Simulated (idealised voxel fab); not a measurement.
process module | voxel self aligned contacts
cross-section cut | 260 nm wide | cells 5 nm
A cross-section is a grid of square cells, given in bands from the top down. A band is one or more rows of cells.
Each band's line starts with the height of the band's top and of its bottom, in nm. Then come its materials from left to right, each with its width in nm. One material with "throughout" fills the band from edge to edge. "air" is empty space.
Height 0 is the level under which the wafer as received is all one material. The lowest band goes on downwards, as in "0 down".
A width such as "30 to 40" changes by the same amount from each row of cells to the next, from the band's top row to its bottom row.
"no change" after a step means that no cell of the cross-section changed.
closed voids: empty space of 8 cells or more with no open way to the top, each as width x height at its distance from the left edge, in nm
after a step's settings: what the simulator itself notes on the step
overlay nm, on a step with a mask: how far to the right of its planned place the mask lay; to the left if negative
plan
1 op RECEIVE | material Si
2 op OXIDIZE | depth nm 5
3 op DIRECTIONAL_DEP | material polySi | thk nm 30
4 op DIRECTIONAL_DEP | material SiN | thk nm 25
5 op PATTERN | tone cover | mask id GATE | material resist | width nm 25 | pitch nm 70 | thk nm 15 | overlay nm 0
6 op DIRECTIONAL_ETCH | etch materials SiN | depth nm 25
7 op DIRECTIONAL_ETCH | etch materials polySi | depth nm 30
8 op STRIP | etch materials resist
9 op CONFORMAL_DEP | material SiN | thk nm 10
10 op DIRECTIONAL_ETCH | etch materials SiN | depth nm 10
11 op FILL_DEP | material SiO2 | thk nm 15
12 op CMP | height nm 65
13 op MASKED_ETCH | tone open | mask id CONTACT | width nm 55 | pitch nm 70 | etch materials SiO2 | depth nm 70 | overlay nm 0
14 op CONFORMAL_DEP | material TiN | thk nm 5
15 op FILL_DEP | material W | thk nm 10
16 op CMP | height nm 65
17 op CONFORMAL_DEP | material SiN | thk nm 5
as received, after step 1
  0 down: Si throughout
  closed voids: none
a wafer at the end: this start, this plan, one mistake
  70 to 65: TiN throughout
  65 to 55: SiO2 65 | TiN 5 to 20 | W 45 to 15 | TiN 5 to 20 | SiO2 15 | TiN 5 to 20 | W 45 to 15 | TiN 5 to 20 | SiO2 70
  55 to 30: SiO2 35 | SiN 45 | TiN 5 | W 15 | TiN 5 | SiN 45 | TiN 5 | W 15 | TiN 5 | SiN 45 | SiO2 40
  30 to 0: SiO2 35 | SiN 10 | polySi 25 | SiN 10 | TiN 5 | W 15 | TiN 5 | SiN 10 | polySi 25 | SiN 10 | TiN 5 | W 15 | TiN 5 | SiN 10 | polySi 25 | SiN 10 | SiO2 40
  0 to -5: SiO2 80 | TiN 25 | SiO2 45 | TiN 25 | SiO2 85
  -5 down: Si throughout
  closed voids: none
what went wrong: step 17 ran as: op CONFORMAL_DEP | material TiN | thk nm 5
